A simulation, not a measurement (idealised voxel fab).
process module | voxel self aligned vias
cross-section cut | 300 nm wide | cells 5 nm
A cross-section is a grid of square cells, given in bands from the top down. A band is one or more rows of cells.
Each band's line starts with the height of the band's top and of its bottom, in nm. Then come its materials from left to right, each with its width in nm. One material with "throughout" fills the band from edge to edge. "air" is empty space.
Height 0 is the level under which the wafer as received is all one material. The lowest band goes on downwards, as in "0 down".
A width such as "30 to 40" changes by the same amount from each row of cells to the next, from the band's top row to its bottom row.
"no change" after a step means that no cell of the cross-section changed.
closed voids: empty space of 8 cells or more with no open way to the top, each as width x height at its distance from the left edge, in nm
after a step's settings: what the simulator itself notes on the step
overlay nm, on a step with a mask: how far to the right of its planned place the mask lay; to the left if negative
plan
1 op RECEIVE | material Si
2 op CONFORMAL_DEP | material SiO2 | thk nm 15
3 op CONFORMAL_DEP | material SiCN | thk nm 5
4 op DIRECTIONAL_DEP | material SiO2 | thk nm 30
5 op MASKED_ETCH | tone open | mask id LINES | width nm 30 | pitch nm 55 | etch materials SiO2 | depth nm 30 | overlay nm 0
6 op CONFORMAL_DEP | material TiN | thk nm 5
7 op FILL_DEP | material Ru | thk nm 10
8 op CMP | height nm 50
9 op SELECTIVE_ETCH | etch materials W Ru TiN | depth nm 10
10 op FILL_DEP | material SiN | thk nm 5
11 op CMP | height nm 50
12 op DIRECTIONAL_DEP | material SiO2 | thk nm 15
13 op PATTERN | tone open | mask id VIAS | material resist | width nm 40 | pitch nm 110 | thk nm 20 | overlay nm 0
14 op DIRECTIONAL_ETCH | etch materials SiO2 | depth nm 15
15 op DIRECTIONAL_ETCH | etch materials SiN | depth nm 10
16 op STRIP | etch materials resist
17 op CONFORMAL_DEP | material TiN | thk nm 5
18 op FILL_DEP | material Cu | thk nm 5
19 op CMP | height nm 65
20 op CONFORMAL_DEP | material SiN | thk nm 5
as received, after step 1
  0 down: Si throughout
  closed voids: none
first wafer at the end, as planned
  70 to 65: SiN throughout
  65 to 55: SiO2 75 | TiN 5 | Cu 30 | TiN 5 | SiO2 70 | TiN 5 | Cu 30 | TiN 5 | SiO2 75
  55 to 50: SiO2 75 | TiN 10 | Cu 20 | TiN 10 | SiO2 70 | TiN 10 | Cu 20 | TiN 10 | SiO2 75
  50 to 45: SiO2 80 | TiN 5 | Cu 20 | TiN 5 | SiO2 25 | SiN 30 | SiO2 25 | TiN 5 | Cu 20 | TiN 5 | SiO2 80
  45 to 40: SiO2 80 | TiN 30 | SiO2 25 | SiN 30 | SiO2 25 | TiN 30 | SiO2 80
  40 to 25: SiO2 80 | TiN 5 | Ru 20 | TiN 5 | SiO2 25 | TiN 5 | Ru 20 | TiN 5 | SiO2 25 | TiN 5 | Ru 20 | TiN 5 | SiO2 80
  25 to 20: SiO2 80 | TiN 30 | SiO2 25 | TiN 30 | SiO2 25 | TiN 30 | SiO2 80
  20 to 15: SiCN throughout
  15 to 0: SiO2 throughout
  0 down: Si throughout
  closed voids: none
second wafer at the end: like start, like plan, one mistake
  70 to 65: SiN throughout
  65 to 50: SiO2 75 | TiN 5 | Cu 30 | TiN 5 | SiO2 70 | TiN 5 | Cu 30 | TiN 5 | SiO2 75
  50 to 45: SiN 75 | TiN 10 | Cu 20 | TiN 10 | SiN 70 | TiN 10 | Cu 20 | TiN 10 | SiN 75
  45 to 40: SiO2 80 | TiN 30 | SiO2 25 | SiN 30 | SiO2 25 | TiN 30 | SiO2 80
  40 to 20: SiO2 80 | TiN 5 | Ru 20 | TiN 5 | SiO2 25 | TiN 5 | Ru 20 | TiN 5 | SiO2 25 | TiN 5 | Ru 20 | TiN 5 | SiO2 80
  20 to 15: SiO2 80 | TiN 30 | SiO2 25 | TiN 30 | SiO2 25 | TiN 30 | SiO2 80
  15 to 0: SiO2 throughout
  0 down: Si throughout
  closed voids: none
what went wrong: step 3 was left out
at the end the second wafer has, in cells: 4 more of Cu | 12 more of Ru | 60 fewer of SiCN | 38 more of SiN | 6 more of TiN
